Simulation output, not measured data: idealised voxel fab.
Herein follows the process module entitled voxel air gaps.
For reference, the cross-section in this document is cut, with width 270 nm and square cells of 5 nm.
Think of the cross-section as a grid of square cells. We describe it in bands, top to bottom, and each band covers one or more rows of those cells.
Basically the band line says how high the top is and how high the bottom is, in nm, and then what's in it from left to right, every material with its width in nm. Empty space shows up as "blank", and if a single material carries "all across" it runs the full band edge to edge.
All heights in this document are referenced to 0, defined as the level beneath which the wafer, as received, consists entirely of one material. The lowest band is not bounded below; it extends indefinitely downward and is written in the form "0 nm and below".
The two numbers in a width such as "30->40" mark its ends across the band: the first belongs to the top row of cells, the second to the bottom row, and from each row to the next the width moves by the same amount.
When a step is marked "nothing altered", none of the cells in the cross-section changed during that step.
"Closed cavity list" specifies each empty space that is not open to the top and that occupies no fewer than 8 cells, using the form width x height at distance, the distance measured from the left edge and all three quantities in nm.
Formally, on a step line, whatever follows the settings is a remark that the simulator itself makes on the step.
overlay nm: where the mask lay relative to plan, measured to the right, on steps with a mask; negatives go left.
Steps planned for the process
1) RECEIVE: material Si
2) CONFORMAL_DEP: material SiO2, thk nm 10
3) CONFORMAL_DEP: material SiCN, thk nm 5
4) DIRECTIONAL_DEP: material SiO2, thk nm 40
5) PATTERN: tone open, mask id LINES, material resist, width nm 25, pitch nm 55, thk nm 15, overlay nm 0
6) DIRECTIONAL_ETCH: etch materials SiO2, depth nm 40
7) STRIP: etch materials resist
8) CONFORMAL_DEP: material TiN, thk nm 5
9) FILL_DEP: material Ru, thk nm 5
10) CMP: height nm 55
11) EPI: material Ru, thk nm 10
12) SELECTIVE_ETCH: etch materials SiO2, depth nm 50
13) CONFORMAL_DEP: material SiCN, thk nm 5
Step 1 complete: cross-section of the wafer as received
- 0 nm and below = Si all across
- Closed cavity list: none
First wafer at the end, as planned
- 70 nm to 65 nm = blank 50 / SiCN 165 / blank 55
- 65 nm to 55 nm = blank 50 / SiCN 5 / Ru 45 / SiCN 10 / Ru 45 / SiCN 10 / Ru 45 / SiCN 5 / blank 55
- 55 nm to 50 nm = blank 50 / SiCN 15 / TiN 5 / Ru 15 / TiN 5 / SiCN 30 / TiN 5 / Ru 15 / TiN 5 / SiCN 30 / TiN 5 / Ru 15 / TiN 5 / SiCN 15 / blank 55
- 50 nm to 20 nm = blank 60 / SiCN 5 / TiN 5 / Ru 15 / TiN 5 / SiCN 5 / blank 20 / SiCN 5 / TiN 5 / Ru 15 / TiN 5 / SiCN 5 / blank 20 / SiCN 5 / TiN 5 / Ru 15 / TiN 5 / SiCN 5 / blank 65
- 20 nm to 15 nm = SiCN 65 / TiN 25 / SiCN 30 / TiN 25 / SiCN 30 / TiN 25 / SiCN 70
- 15 nm to 10 nm = SiCN all across
- 10 nm to 0 nm = SiO2 all across
- 0 nm and below = Si all across
- Closed cavity list: 20 x 30 at 95; 20 x 30 at 150
Cross-section at end of module for the second wafer of two, which matched the first in starting point and plan and differed by one mistake in its processing
- 70 nm to 65 nm = blank 50 / SiCN 170 / blank 50
- 65 nm to 55 nm = blank 50 / SiCN 5 / Ru 50 / SiCN 5 / Ru 50 / SiCN 5 / Ru 50 / SiCN 5 / blank 50
- 55 nm to 50 nm = blank 50 / SiCN 15 / TiN 5 / Ru 20 / TiN 5 / SiCN 25 / TiN 5 / Ru 20 / TiN 5 / SiCN 25 / TiN 5 / Ru 20 / TiN 5 / SiCN 15 / blank 50
- 50 nm to 20 nm = blank 60 / SiCN 5 / TiN 5 / Ru 20 / TiN 5 / SiCN 5 / blank 15 / SiCN 5 / TiN 5 / Ru 20 / TiN 5 / SiCN 5 / blank 15 / SiCN 5 / TiN 5 / Ru 20 / TiN 5 / SiCN 5 / blank 60
- 20 nm to 15 nm = SiCN 65 / TiN 30 / SiCN 25 / TiN 30 / SiCN 25 / TiN 30 / SiCN 65
- 15 nm to 10 nm = SiCN all across
- 10 nm to 0 nm = SiO2 all across
- 0 nm and below = Si all across
- Closed cavity list: 15 x 30 at 100; 15 x 30 at 155
What was the processing mistake? in deviation from the planned setting, step 5 was conducted as PATTERN: tone open, mask id LINES, material resist, width nm 30, pitch nm 55, thk nm 15, overlay nm 0
at the end the second wafer has, in cells: Ru: 27 more, SiCN: 8 fewer, TiN: 3 more
